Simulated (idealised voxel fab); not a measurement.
process module | voxel transistor to metal
cross-section cut | 200 nm wide | cells 5 nm
A cross-section is a grid of square cells, given in bands from the top down. A band is one or more rows of cells.
Each band's line starts with the height of the band's top and of its bottom, in nm. Then come its materials from left to right, each with its width in nm. One material with "throughout" fills the band from edge to edge. "air" is empty space.
Height 0 is the level under which the wafer as received is all one material. The lowest band goes on downwards, as in "0 down".
A width such as "30 to 40" changes by the same amount from each row of cells to the next, from the band's top row to its bottom row.
"no change" after a step means that no cell of the cross-section changed.
closed voids: empty space of 8 cells or more with no open way to the top, each as width x height at its distance from the left edge, in nm
after a step's settings: what the simulator itself notes on the step
overlay nm, on a step with a mask: how far to the right of its planned place the mask lay; to the left if negative
plan
1 op RECEIVE | material Si
2 op CONFORMAL_DEP | material SiO2 | thk nm 5
3 op CONFORMAL_DEP | material SiN | thk nm 10
4 op MASKED_ETCH | tone cover | mask id ACTIVE | width nm 115 | etch materials SiN | depth nm 10 | overlay nm 0
5 op MASKED_ETCH | tone cover | mask id ACTIVE | width nm 115 | etch materials SiO2 | depth nm 5 | overlay nm 0
6 op MASKED_ETCH | tone cover | mask id ACTIVE | width nm 115 | etch materials Si | depth nm 35 | overlay nm 0
7 op FILL_DEP | material SiO2 | thk nm 10
8 op CMP | height nm 15
9 op SELECTIVE_ETCH | etch materials SiO2 | depth nm 10
10 op STRIP | etch materials SiN
11 op SELECTIVE_ETCH | etch materials SiO2 | depth nm 5
12 op OXIDIZE | depth nm 5
13 op DIRECTIONAL_DEP | material polySi | thk nm 25
14 op DIRECTIONAL_DEP | material SiCN | thk nm 15
15 op PATTERN | tone cover | mask id GATE | material resist | width nm 35 | thk nm 20 | overlay nm 0
16 op DIRECTIONAL_ETCH | etch materials SiCN | depth nm 25
17 op DIRECTIONAL_ETCH | etch materials polySi | depth nm 35
18 op STRIP | etch materials resist
19 op CONFORMAL_DEP | material SiN | thk nm 5
20 op DIRECTIONAL_ETCH | etch materials SiN | depth nm 5
21 op DIRECTIONAL_ETCH | etch materials SiO2 | depth nm 5
22 op EPI | material nSi | thk nm 5
23 op FILL_DEP | material SiO2 | thk nm 5
24 op CMP | height nm 25
25 op STRIP | etch materials polySi
26 op SELECTIVE_ETCH | etch materials SiO2 | depth nm 5
27 op CONFORMAL_DEP | material HfO2 | thk nm 5
28 op CONFORMAL_DEP | material TiN | thk nm 5
29 op FILL_DEP | material W | thk nm 5
30 op CMP | height nm 20
31 op DIRECTIONAL_DEP | material SiO2 | thk nm 15
32 op DIRECTIONAL_DEP | material aC | thk nm 10
33 op PATTERN | tone open | mask id CONTACT | material resist | width nm 15 | pitch nm 90 | thk nm 25 | overlay nm 0
34 op DIRECTIONAL_ETCH | etch materials aC | depth nm 10
35 op STRIP | etch materials resist
36 op DIRECTIONAL_ETCH | etch materials SiO2 | depth nm 35
37 op STRIP | etch materials aC
38 op CONFORMAL_DEP | material TiN | thk nm 5
39 op FILL_DEP | material W | thk nm 5
40 op CMP | height nm 35
41 op CONFORMAL_DEP | material SiCN | thk nm 5
42 op DIRECTIONAL_DEP | material SiO2 | thk nm 25
43 op DIRECTIONAL_DEP | material aC | thk nm 15
44 op PATTERN | tone open | mask id METAL_1 | material resist | width nm 15 | pitch nm 90 | thk nm 30 | overlay nm 0
45 op DIRECTIONAL_ETCH | etch materials aC | depth nm 15
46 op STRIP | etch materials resist
47 op DIRECTIONAL_ETCH | etch materials SiO2 | depth nm 25
48 op DIRECTIONAL_ETCH | etch materials SiCN | depth nm 5
49 op STRIP | etch materials aC
50 op CONFORMAL_DEP | material TiN | thk nm 5
51 op FILL_DEP | material Cu | thk nm 5
52 op CMP | height nm 65
53 op CONFORMAL_DEP | material SiCN | thk nm 5
54 op DIRECTIONAL_DEP | material SiO2 | thk nm 30
55 op PATTERN | tone open | mask id METAL_2 | material resist | width nm 15 | pitch nm 90 | thk nm 20 | overlay nm 0
56 op DIRECTIONAL_ETCH | etch materials SiO2 | depth nm 20
57 op STRIP | etch materials resist
58 op MASKED_ETCH | tone open | mask id METAL_2_HOLES | width nm 15 | pitch nm 90 | etch materials SiO2 | depth nm 10 | overlay nm 0
59 op MASKED_ETCH | tone open | mask id METAL_2_HOLES | width nm 15 | pitch nm 90 | etch materials SiCN | depth nm 5 | overlay nm 0
60 op CONFORMAL_DEP | material TiN | thk nm 5
61 op FILL_DEP | material Ru | thk nm 10
62 op CMP | height nm 100
63 op CONFORMAL_DEP | material SiCN | thk nm 5
first wafer, as planned
as received, after step 1
  0 down: Si throughout
  closed voids: none
after step 2
  5 to 0: SiO2 throughout
  below 0: unchanged
after step 3
  15 to 5: SiN throughout
  below 5: unchanged
after step 4
  15 to 5: air 40 | SiN 115 | air 45
  below 5: unchanged
after step 5
  15 to 5: air 40 | SiN 115 | air 45
  5 to 0: air 40 | SiO2 115 | air 45
  below 0: unchanged
after step 6
  15 to 5: air 40 | SiN 115 | air 45
  5 to 0: air 40 | SiO2 115 | air 45
  0 to -35: air 40 | Si 115 | air 45
  below -35: unchanged
after step 7
  25 to 15: SiO2 throughout
  15 to 5: SiO2 40 | SiN 115 | SiO2 45
  5 to 0: SiO2 throughout
  0 to -35: SiO2 40 | Si 115 | SiO2 45
  below -35: unchanged
after step 8
  15 to 5: SiO2 40 | SiN 115 | SiO2 45
  below 5: unchanged
after step 9
  15 to 5: air 40 | SiN 115 | air 45
  below 5: unchanged
after step 10
  5 to 0: SiO2 throughout
  below 0: unchanged
after step 11
  0 to -35: SiO2 40 | Si 115 | SiO2 45
  below -35: unchanged
after step 12
  0 to -5: SiO2 throughout
  below -5: unchanged
after step 13
  25 to 0: polySi throughout
  below 0: unchanged
after step 14
  40 to 25: SiCN throughout
  below 25: unchanged
after step 15
  60 to 40: air 80 | resist 35 | air 85
  below 40: unchanged
after step 16
  60 to 40: air 80 | resist 35 | air 85
  40 to 25: air 80 | SiCN 35 | air 85
  below 25: unchanged
after step 17
  60 to 40: air 80 | resist 35 | air 85
  40 to 25: air 80 | SiCN 35 | air 85
  25 to 0: air 80 | polySi 35 | air 85
  below 0: unchanged
after step 18
  40 to 25: air 80 | SiCN 35 | air 85
  below 25: unchanged
after step 19
  45 to 40: air 75 | SiN 45 | air 80
  40 to 25: air 75 | SiN 5 | SiCN 35 | SiN 5 | air 80
  25 to 5: air 75 | SiN 5 | polySi 35 | SiN 5 | air 80
  5 to 0: SiN 80 | polySi 35 | SiN 85
  below 0: unchanged
after step 20
  40 to 25: air 75 | SiN 5 | SiCN 35 | SiN 5 | air 80
  25 to 0: air 75 | SiN 5 | polySi 35 | SiN 5 | air 80
  below 0: unchanged
after step 21
  40 to 25: air 75 | SiN 5 | SiCN 35 | SiN 5 | air 80
  25 to 0: air 75 | SiN 5 | polySi 35 | SiN 5 | air 80
  0 to -5: air 75 | SiO2 45 | air 80
  below -5: unchanged
after step 22
  40 to 25: air 75 | SiN 5 | SiCN 35 | SiN 5 | air 80
  25 to 0: air 75 | SiN 5 | polySi 35 | SiN 5 | air 80
  0 to -5: air 35 | nSi 40 | SiO2 45 | nSi 40 | air 40
  below -5: unchanged
after step 23
  45 to 40: SiO2 throughout
  40 to 25: SiO2 75 | SiN 5 | SiCN 35 | SiN 5 | SiO2 80
  25 to 0: SiO2 75 | SiN 5 | polySi 35 | SiN 5 | SiO2 80
  0 to -5: SiO2 35 | nSi 40 | SiO2 45 | nSi 40 | SiO2 40
  below -5: unchanged
after step 24
  25 to 0: SiO2 75 | SiN 5 | polySi 35 | SiN 5 | SiO2 80
  below 0: unchanged
after step 25
  25 to 0: SiO2 75 | SiN 5 | air 35 | SiN 5 | SiO2 80
  below 0: unchanged
after step 26
  25 to 20: air 75 | SiN 5 | air 35 | SiN 5 | air 80
  20 to 0: SiO2 75 | SiN 5 | air 35 | SiN 5 | SiO2 80
  0 to -5: SiO2 35 | nSi 40 | air 45 | nSi 40 | SiO2 40
  below -5: unchanged
after step 27
  30 to 25: air 70 | HfO2 15 | air 25 | HfO2 15 | air 75
  25 to 20: HfO2 75 | SiN 5 | HfO2 5 | air 25 | HfO2 5 | SiN 5 | HfO2 80
  20 to 0: SiO2 75 | SiN 5 | HfO2 5 | air 25 | HfO2 5 | SiN 5 | SiO2 80
  0 to -5: SiO2 35 | nSi 40 | HfO2 45 | nSi 40 | SiO2 40
  below -5: unchanged
after step 28
  35 to 30: air 65 | TiN 25 | air 15 | TiN 25 | air 70
  30 to 25: TiN 70 | HfO2 15 | TiN 5 | air 15 | TiN 5 | HfO2 15 | TiN 75
  25 to 20: HfO2 75 | SiN 5 | HfO2 5 | TiN 5 | air 15 | TiN 5 | HfO2 5 | SiN 5 | HfO2 80
  20 to 5: SiO2 75 | SiN 5 | HfO2 5 | TiN 5 | air 15 | TiN 5 | HfO2 5 | SiN 5 | SiO2 80
  5 to 0: SiO2 75 | SiN 5 | HfO2 5 | TiN 25 | HfO2 5 | SiN 5 | SiO2 80
  below 0: unchanged
after step 29
  40 to 35: W throughout
  35 to 30: W 65 | TiN 25 | W 15 | TiN 25 | W 70
  30 to 25: TiN 70 | HfO2 15 | TiN 5 | W 15 | TiN 5 | HfO2 15 | TiN 75
  25 to 20: HfO2 75 | SiN 5 | HfO2 5 | TiN 5 | W 15 | TiN 5 | HfO2 5 | SiN 5 | HfO2 80
  20 to 5: SiO2 75 | SiN 5 | HfO2 5 | TiN 5 | W 15 | TiN 5 | HfO2 5 | SiN 5 | SiO2 80
  below 5: unchanged
after step 30
  20 to 5: SiO2 75 | SiN 5 | HfO2 5 | TiN 5 | W 15 | TiN 5 | HfO2 5 | SiN 5 | SiO2 80
  below 5: unchanged
after step 31
  35 to 20: SiO2 throughout
  below 20: unchanged
after step 32
  45 to 35: aC throughout
  below 35: unchanged
after step 33
  70 to 45: resist 45 | air 15 | resist 75 | air 15 | resist 50
  below 45: unchanged
after step 34
  60 to 45: resist 45 | air 15 | resist 75 | air 15 | resist 50
  45 to 35: aC 45 | air 15 | aC 75 | air 15 | aC 50
  below 35: unchanged
after step 35
  45 to 35: aC 45 | air 15 | aC 75 | air 15 | aC 50
  below 35: unchanged
after step 36
  45 to 35: aC 45 | air 15 | aC 75 | air 15 | aC 50
  35 to 20: SiO2 45 | air 15 | SiO2 75 | air 15 | SiO2 50
  20 to 5: SiO2 45 | air 15 | SiO2 15 | SiN 5 | HfO2 5 | TiN 5 | W 15 | TiN 5 | HfO2 5 | SiN 5 | SiO2 15 | air 15 | SiO2 50
  5 to 0: SiO2 45 | air 15 | SiO2 15 | SiN 5 | HfO2 5 | TiN 25 | HfO2 5 | SiN 5 | SiO2 15 | air 15 | SiO2 50
  below 0: unchanged
after step 37
  35 to 20: SiO2 45 | air 15 | SiO2 75 | air 15 | SiO2 50
  below 20: unchanged
after step 38
  40 to 35: TiN 50 | air 5 | TiN 85 | air 5 | TiN 55
  35 to 20: SiO2 45 | TiN 5 | air 5 | TiN 5 | SiO2 75 | TiN 5 | air 5 | TiN 5 | SiO2 50
  20 to 5: SiO2 45 | TiN 5 | air 5 | TiN 5 | SiO2 15 | SiN 5 | HfO2 5 | TiN 5 | W 15 | TiN 5 | HfO2 5 | SiN 5 | SiO2 15 | TiN 5 | air 5 | TiN 5 | SiO2 50
  5 to 0: SiO2 45 | TiN 15 | SiO2 15 | SiN 5 | HfO2 5 | TiN 25 | HfO2 5 | SiN 5 | SiO2 15 | TiN 15 | SiO2 50
  below 0: unchanged
after step 39
  45 to 40: W throughout
  40 to 35: TiN 50 | W 5 | TiN 85 | W 5 | TiN 55
  35 to 20: SiO2 45 | TiN 5 | W 5 | TiN 5 | SiO2 75 | TiN 5 | W 5 | TiN 5 | SiO2 50
  20 to 5: SiO2 45 | TiN 5 | W 5 | TiN 5 | SiO2 15 | SiN 5 | HfO2 5 | TiN 5 | W 15 | TiN 5 | HfO2 5 | SiN 5 | SiO2 15 | TiN 5 | W 5 | TiN 5 | SiO2 50
  below 5: unchanged
after step 40
  35 to 20: SiO2 45 | TiN 5 | W 5 | TiN 5 | SiO2 75 | TiN 5 | W 5 | TiN 5 | SiO2 50
  below 20: unchanged
after step 41
  40 to 35: SiCN throughout
  below 35: unchanged
after step 42
  65 to 40: SiO2 throughout
  below 40: unchanged
after step 43
  80 to 65: aC throughout
  below 65: unchanged
after step 44
  110 to 80: resist 45 | air 15 | resist 75 | air 15 | resist 50
  below 80: unchanged
after step 45
  95 to 80: resist 45 | air 15 | resist 75 | air 15 | resist 50
  80 to 65: aC 45 | air 15 | aC 75 | air 15 | aC 50
  below 65: unchanged
after step 46
  80 to 65: aC 45 | air 15 | aC 75 | air 15 | aC 50
  below 65: unchanged
after step 47
  80 to 65: aC 45 | air 15 | aC 75 | air 15 | aC 50
  65 to 40: SiO2 45 | air 15 | SiO2 75 | air 15 | SiO2 50
  below 40: unchanged
after step 48
  80 to 65: aC 45 | air 15 | aC 75 | air 15 | aC 50
  65 to 40: SiO2 45 | air 15 | SiO2 75 | air 15 | SiO2 50
  40 to 35: SiCN 45 | air 15 | SiCN 75 | air 15 | SiCN 50
  below 35: unchanged
after step 49
  65 to 40: SiO2 45 | air 15 | SiO2 75 | air 15 | SiO2 50
  below 40: unchanged
after step 50
  70 to 65: TiN 50 | air 5 | TiN 85 | air 5 | TiN 55
  65 to 40: SiO2 45 | TiN 5 | air 5 | TiN 5 | SiO2 75 | TiN 5 | air 5 | TiN 5 | SiO2 50
  40 to 35: SiCN 45 | TiN 15 | SiCN 75 | TiN 15 | SiCN 50
  below 35: unchanged
after step 51
  75 to 70: Cu throughout
  70 to 65: TiN 50 | Cu 5 | TiN 85 | Cu 5 | TiN 55
  65 to 40: SiO2 45 | TiN 5 | Cu 5 | TiN 5 | SiO2 75 | TiN 5 | Cu 5 | TiN 5 | SiO2 50
  below 40: unchanged
after step 52
  65 to 40: SiO2 45 | TiN 5 | Cu 5 | TiN 5 | SiO2 75 | TiN 5 | Cu 5 | TiN 5 | SiO2 50
  below 40: unchanged
after step 53
  70 to 65: SiCN throughout
  below 65: unchanged
after step 54
  100 to 70: SiO2 throughout
  below 70: unchanged
after step 55
  120 to 100: resist 45 | air 15 | resist 75 | air 15 | resist 50
  below 100: unchanged
after step 56
  120 to 100: resist 45 | air 15 | resist 75 | air 15 | resist 50
  100 to 80: SiO2 45 | air 15 | SiO2 75 | air 15 | SiO2 50
  below 80: unchanged
after step 57
  100 to 80: SiO2 45 | air 15 | SiO2 75 | air 15 | SiO2 50
  below 80: unchanged
after step 58
  100 to 70: SiO2 45 | air 15 | SiO2 75 | air 15 | SiO2 50
  below 70: unchanged
after step 59
  100 to 70: SiO2 45 | air 15 | SiO2 75 | air 15 | SiO2 50
  70 to 65: SiCN 45 | air 15 | SiCN 75 | air 15 | SiCN 50
  below 65: unchanged
after step 60
  105 to 100: TiN 50 | air 5 | TiN 85 | air 5 | TiN 55
  100 to 70: SiO2 45 | TiN 5 | air 5 | TiN 5 | SiO2 75 | TiN 5 | air 5 | TiN 5 | SiO2 50
  70 to 65: SiCN 45 | TiN 15 | SiCN 75 | TiN 15 | SiCN 50
  below 65: unchanged
after step 61
  115 to 105: Ru throughout
  105 to 100: TiN 50 | Ru 5 | TiN 85 | Ru 5 | TiN 55
  100 to 70: SiO2 45 | TiN 5 | Ru 5 | TiN 5 | SiO2 75 | TiN 5 | Ru 5 | TiN 5 | SiO2 50
  below 70: unchanged
after step 62
  100 to 70: SiO2 45 | TiN 5 | Ru 5 | TiN 5 | SiO2 75 | TiN 5 | Ru 5 | TiN 5 | SiO2 50
  below 70: unchanged
after step 63
  105 to 100: SiCN throughout
  below 100: unchanged
second wafer: like start, like plan, one mistake. Through step 11 it matches the first wafer
when step 12 should have ended
  0 to -10: SiO2 throughout
  below -10: unchanged
when step 13 should have ended
  25 to 0: polySi throughout
  below 0: unchanged
when step 14 should have ended
  40 to 25: SiCN throughout
  below 25: unchanged
when step 15 should have ended
  60 to 40: air 80 | resist 35 | air 85
  below 40: unchanged
when step 16 should have ended
  60 to 40: air 80 | resist 35 | air 85
  40 to 25: air 80 | SiCN 35 | air 85
  below 25: unchanged
when step 17 should have ended
  60 to 40: air 80 | resist 35 | air 85
  40 to 25: air 80 | SiCN 35 | air 85
  25 to 0: air 80 | polySi 35 | air 85
  below 0: unchanged
when step 18 should have ended
  40 to 25: air 80 | SiCN 35 | air 85
  below 25: unchanged
when step 19 should have ended
  45 to 40: air 75 | SiN 45 | air 80
  40 to 25: air 75 | SiN 5 | SiCN 35 | SiN 5 | air 80
  25 to 5: air 75 | SiN 5 | polySi 35 | SiN 5 | air 80
  5 to 0: SiN 80 | polySi 35 | SiN 85
  below 0: unchanged
when step 20 should have ended
  40 to 25: air 75 | SiN 5 | SiCN 35 | SiN 5 | air 80
  25 to 0: air 75 | SiN 5 | polySi 35 | SiN 5 | air 80
  below 0: unchanged
when step 21 should have ended
  40 to 25: air 75 | SiN 5 | SiCN 35 | SiN 5 | air 80
  25 to 0: air 75 | SiN 5 | polySi 35 | SiN 5 | air 80
  0 to -5: air 75 | SiO2 45 | air 80
  below -5: unchanged
when step 22 should have ended: no change
when step 23 should have ended
  45 to 40: SiO2 throughout
  40 to 25: SiO2 75 | SiN 5 | SiCN 35 | SiN 5 | SiO2 80
  25 to 0: SiO2 75 | SiN 5 | polySi 35 | SiN 5 | SiO2 80
  0 to -10: SiO2 throughout
  below -10: unchanged
when step 24 should have ended
  25 to 0: SiO2 75 | SiN 5 | polySi 35 | SiN 5 | SiO2 80
  below 0: unchanged
when step 25 should have ended
  25 to 0: SiO2 75 | SiN 5 | air 35 | SiN 5 | SiO2 80
  below 0: unchanged
when step 26 should have ended
  25 to 20: air 75 | SiN 5 | air 35 | SiN 5 | air 80
  20 to 0: SiO2 75 | SiN 5 | air 35 | SiN 5 | SiO2 80
  0 to -5: SiO2 75 | air 45 | SiO2 80
  below -5: unchanged
when step 27 should have ended
  30 to 25: air 70 | HfO2 15 | air 25 | HfO2 15 | air 75
  25 to 20: HfO2 75 | SiN 5 | HfO2 5 | air 25 | HfO2 5 | SiN 5 | HfO2 80
  20 to 0: SiO2 75 | SiN 5 | HfO2 5 | air 25 | HfO2 5 | SiN 5 | SiO2 80
  0 to -5: SiO2 75 | HfO2 45 | SiO2 80
  below -5: unchanged
when step 28 should have ended
  35 to 30: air 65 | TiN 25 | air 15 | TiN 25 | air 70
  30 to 25: TiN 70 | HfO2 15 | TiN 5 | air 15 | TiN 5 | HfO2 15 | TiN 75
  25 to 20: HfO2 75 | SiN 5 | HfO2 5 | TiN 5 | air 15 | TiN 5 | HfO2 5 | SiN 5 | HfO2 80
  20 to 5: SiO2 75 | SiN 5 | HfO2 5 | TiN 5 | air 15 | TiN 5 | HfO2 5 | SiN 5 | SiO2 80
  5 to 0: SiO2 75 | SiN 5 | HfO2 5 | TiN 25 | HfO2 5 | SiN 5 | SiO2 80
  below 0: unchanged
when step 29 should have ended
  40 to 35: W throughout
  35 to 30: W 65 | TiN 25 | W 15 | TiN 25 | W 70
  30 to 25: TiN 70 | HfO2 15 | TiN 5 | W 15 | TiN 5 | HfO2 15 | TiN 75
  25 to 20: HfO2 75 | SiN 5 | HfO2 5 | TiN 5 | W 15 | TiN 5 | HfO2 5 | SiN 5 | HfO2 80
  20 to 5: SiO2 75 | SiN 5 | HfO2 5 | TiN 5 | W 15 | TiN 5 | HfO2 5 | SiN 5 | SiO2 80
  below 5: unchanged
when step 30 should have ended
  20 to 5: SiO2 75 | SiN 5 | HfO2 5 | TiN 5 | W 15 | TiN 5 | HfO2 5 | SiN 5 | SiO2 80
  below 5: unchanged
when step 31 should have ended
  35 to 20: SiO2 throughout
  below 20: unchanged
when step 32 should have ended
  45 to 35: aC throughout
  below 35: unchanged
when step 33 should have ended
  70 to 45: resist 45 | air 15 | resist 75 | air 15 | resist 50
  below 45: unchanged
when step 34 should have ended
  60 to 45: resist 45 | air 15 | resist 75 | air 15 | resist 50
  45 to 35: aC 45 | air 15 | aC 75 | air 15 | aC 50
  below 35: unchanged
when step 35 should have ended
  45 to 35: aC 45 | air 15 | aC 75 | air 15 | aC 50
  below 35: unchanged
when step 36 should have ended
  45 to 35: aC 45 | air 15 | aC 75 | air 15 | aC 50
  35 to 20: SiO2 45 | air 15 | SiO2 75 | air 15 | SiO2 50
  20 to 5: SiO2 45 | air 15 | SiO2 15 | SiN 5 | HfO2 5 | TiN 5 | W 15 | TiN 5 | HfO2 5 | SiN 5 | SiO2 15 | air 15 | SiO2 50
  5 to 0: SiO2 45 | air 15 | SiO2 15 | SiN 5 | HfO2 5 | TiN 25 | HfO2 5 | SiN 5 | SiO2 15 | air 15 | SiO2 50
  below 0: unchanged
when step 37 should have ended
  35 to 20: SiO2 45 | air 15 | SiO2 75 | air 15 | SiO2 50
  below 20: unchanged
when step 38 should have ended
  40 to 35: TiN 50 | air 5 | TiN 85 | air 5 | TiN 55
  35 to 20: SiO2 45 | TiN 5 | air 5 | TiN 5 | SiO2 75 | TiN 5 | air 5 | TiN 5 | SiO2 50
  20 to 5: SiO2 45 | TiN 5 | air 5 | TiN 5 | SiO2 15 | SiN 5 | HfO2 5 | TiN 5 | W 15 | TiN 5 | HfO2 5 | SiN 5 | SiO2 15 | TiN 5 | air 5 | TiN 5 | SiO2 50
  5 to 0: SiO2 45 | TiN 15 | SiO2 15 | SiN 5 | HfO2 5 | TiN 25 | HfO2 5 | SiN 5 | SiO2 15 | TiN 15 | SiO2 50
  below 0: unchanged
when step 39 should have ended
  45 to 40: W throughout
  40 to 35: TiN 50 | W 5 | TiN 85 | W 5 | TiN 55
  35 to 20: SiO2 45 | TiN 5 | W 5 | TiN 5 | SiO2 75 | TiN 5 | W 5 | TiN 5 | SiO2 50
  20 to 5: SiO2 45 | TiN 5 | W 5 | TiN 5 | SiO2 15 | SiN 5 | HfO2 5 | TiN 5 | W 15 | TiN 5 | HfO2 5 | SiN 5 | SiO2 15 | TiN 5 | W 5 | TiN 5 | SiO2 50
  below 5: unchanged
when step 40 should have ended
  35 to 20: SiO2 45 | TiN 5 | W 5 | TiN 5 | SiO2 75 | TiN 5 | W 5 | TiN 5 | SiO2 50
  below 20: unchanged
when step 41 should have ended
  40 to 35: SiCN throughout
  below 35: unchanged
when step 42 should have ended
  65 to 40: SiO2 throughout
  below 40: unchanged
when step 43 should have ended
  80 to 65: aC throughout
  below 65: unchanged
when step 44 should have ended
  110 to 80: resist 45 | air 15 | resist 75 | air 15 | resist 50
  below 80: unchanged
when step 45 should have ended
  95 to 80: resist 45 | air 15 | resist 75 | air 15 | resist 50
  80 to 65: aC 45 | air 15 | aC 75 | air 15 | aC 50
  below 65: unchanged
when step 46 should have ended
  80 to 65: aC 45 | air 15 | aC 75 | air 15 | aC 50
  below 65: unchanged
when step 47 should have ended
  80 to 65: aC 45 | air 15 | aC 75 | air 15 | aC 50
  65 to 40: SiO2 45 | air 15 | SiO2 75 | air 15 | SiO2 50
  below 40: unchanged
when step 48 should have ended
  80 to 65: aC 45 | air 15 | aC 75 | air 15 | aC 50
  65 to 40: SiO2 45 | air 15 | SiO2 75 | air 15 | SiO2 50
  40 to 35: SiCN 45 | air 15 | SiCN 75 | air 15 | SiCN 50
  below 35: unchanged
when step 49 should have ended
  65 to 40: SiO2 45 | air 15 | SiO2 75 | air 15 | SiO2 50
  below 40: unchanged
when step 50 should have ended
  70 to 65: TiN 50 | air 5 | TiN 85 | air 5 | TiN 55
  65 to 40: SiO2 45 | TiN 5 | air 5 | TiN 5 | SiO2 75 | TiN 5 | air 5 | TiN 5 | SiO2 50
  40 to 35: SiCN 45 | TiN 15 | SiCN 75 | TiN 15 | SiCN 50
  below 35: unchanged
when step 51 should have ended
  75 to 70: Cu throughout
  70 to 65: TiN 50 | Cu 5 | TiN 85 | Cu 5 | TiN 55
  65 to 40: SiO2 45 | TiN 5 | Cu 5 | TiN 5 | SiO2 75 | TiN 5 | Cu 5 | TiN 5 | SiO2 50
  below 40: unchanged
when step 52 should have ended
  65 to 40: SiO2 45 | TiN 5 | Cu 5 | TiN 5 | SiO2 75 | TiN 5 | Cu 5 | TiN 5 | SiO2 50
  below 40: unchanged
when step 53 should have ended
  70 to 65: SiCN throughout
  below 65: unchanged
when step 54 should have ended
  100 to 70: SiO2 throughout
  below 70: unchanged
when step 55 should have ended
  120 to 100: resist 45 | air 15 | resist 75 | air 15 | resist 50
  below 100: unchanged
when step 56 should have ended
  120 to 100: resist 45 | air 15 | resist 75 | air 15 | resist 50
  100 to 80: SiO2 45 | air 15 | SiO2 75 | air 15 | SiO2 50
  below 80: unchanged
when step 57 should have ended
  100 to 80: SiO2 45 | air 15 | SiO2 75 | air 15 | SiO2 50
  below 80: unchanged
when step 58 should have ended
  100 to 70: SiO2 45 | air 15 | SiO2 75 | air 15 | SiO2 50
  below 70: unchanged
when step 59 should have ended
  100 to 70: SiO2 45 | air 15 | SiO2 75 | air 15 | SiO2 50
  70 to 65: SiCN 45 | air 15 | SiCN 75 | air 15 | SiCN 50
  below 65: unchanged
when step 60 should have ended
  105 to 100: TiN 50 | air 5 | TiN 85 | air 5 | TiN 55
  100 to 70: SiO2 45 | TiN 5 | air 5 | TiN 5 | SiO2 75 | TiN 5 | air 5 | TiN 5 | SiO2 50
  70 to 65: SiCN 45 | TiN 15 | SiCN 75 | TiN 15 | SiCN 50
  below 65: unchanged
when step 61 should have ended
  115 to 105: Ru throughout
  105 to 100: TiN 50 | Ru 5 | TiN 85 | Ru 5 | TiN 55
  100 to 70: SiO2 45 | TiN 5 | Ru 5 | TiN 5 | SiO2 75 | TiN 5 | Ru 5 | TiN 5 | SiO2 50
  below 70: unchanged
when step 62 should have ended
  100 to 70: SiO2 45 | TiN 5 | Ru 5 | TiN 5 | SiO2 75 | TiN 5 | Ru 5 | TiN 5 | SiO2 50
  below 70: unchanged
when step 63 should have ended
  105 to 100: SiCN throughout
  below 100: unchanged
what went wrong: step 12 ran as: op OXIDIZE | depth nm 10
at the end the second wafer has, in cells: 23 fewer of Si | 39 more of SiO2 | 16 fewer of nSi
